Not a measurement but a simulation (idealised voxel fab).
process module | voxel released beams
cross-section cut | 210 nm wide | cells 5 nm
A cross-section is a grid of square cells, given in bands from the top down. A band is one or more rows of cells.
Each band's line starts with the height of the band's top and of its bottom, in nm. Then come its materials from left to right, each with its width in nm. One material with "throughout" fills the band from edge to edge. "air" is empty space.
Height 0 is the level under which the wafer as received is all one material. The lowest band goes on downwards, as in "0 down".
A width such as "30 to 40" changes by the same amount from each row of cells to the next, from the band's top row to its bottom row.
"no change" after a step means that no cell of the cross-section changed.
closed voids: empty space of 8 cells or more with no open way to the top, each as width x height at its distance from the left edge, in nm
after a step's settings: what the simulator itself notes on the step
overlay nm, on a step with a mask: how far to the right of its planned place the mask lay; to the left if negative
plan
1 op RECEIVE | material Si
2 op CONFORMAL_DEP | material Al2O3 | thk nm 5
3 op DIRECTIONAL_DEP | material SiO2 | thk nm 20
4 op DIRECTIONAL_DEP | material aC | thk nm 10
5 op PATTERN | tone open | mask id ANCHOR | material resist | width nm 35 | thk nm 25 | overlay nm 0
6 op DIRECTIONAL_ETCH | etch materials aC | depth nm 10
7 op STRIP | etch materials resist
8 op DIRECTIONAL_ETCH | etch materials SiO2 | depth nm 20
9 op STRIP | etch materials aC
10 op CONFORMAL_DEP | material W | thk nm 10
11 op MASKED_ETCH | tone cover | mask id BEAM | width nm 80 | etch materials W | depth nm 10 | overlay nm 0
12 op STRIP | etch materials SiO2
as received, after step 1
  0 down: Si throughout
  closed voids: none
first wafer at the end, as planned
  35 to 25: air 60 | W 15 | air 15 | W 50 | air 70
  25 to 15: air 65 | W 10 | air 15 | W 10 | air 110
  15 to 5: air 65 | W 35 | air 110
  5 to 0: Al2O3 throughout
  0 down: Si throughout
  closed voids: none
second wafer at the end: like start, like plan, one mistake
  35 to 25: air 65 | W 10 | air 15 | W 55 | air 65
  25 to 15: air 65 | W 10 | air 15 | W 10 | air 110
  15 to 5: air 65 | W 35 | air 110
  5 to 0: Al2O3 throughout
  0 down: Si throughout
  closed voids: none
what went wrong: step 11 ran as: op MASKED_ETCH | tone cover | mask id BEAM | width nm 80 | etch materials W | depth nm 10 | overlay nm 5
at the end the second wafer has, in cells: as many of each material as the first, in other places
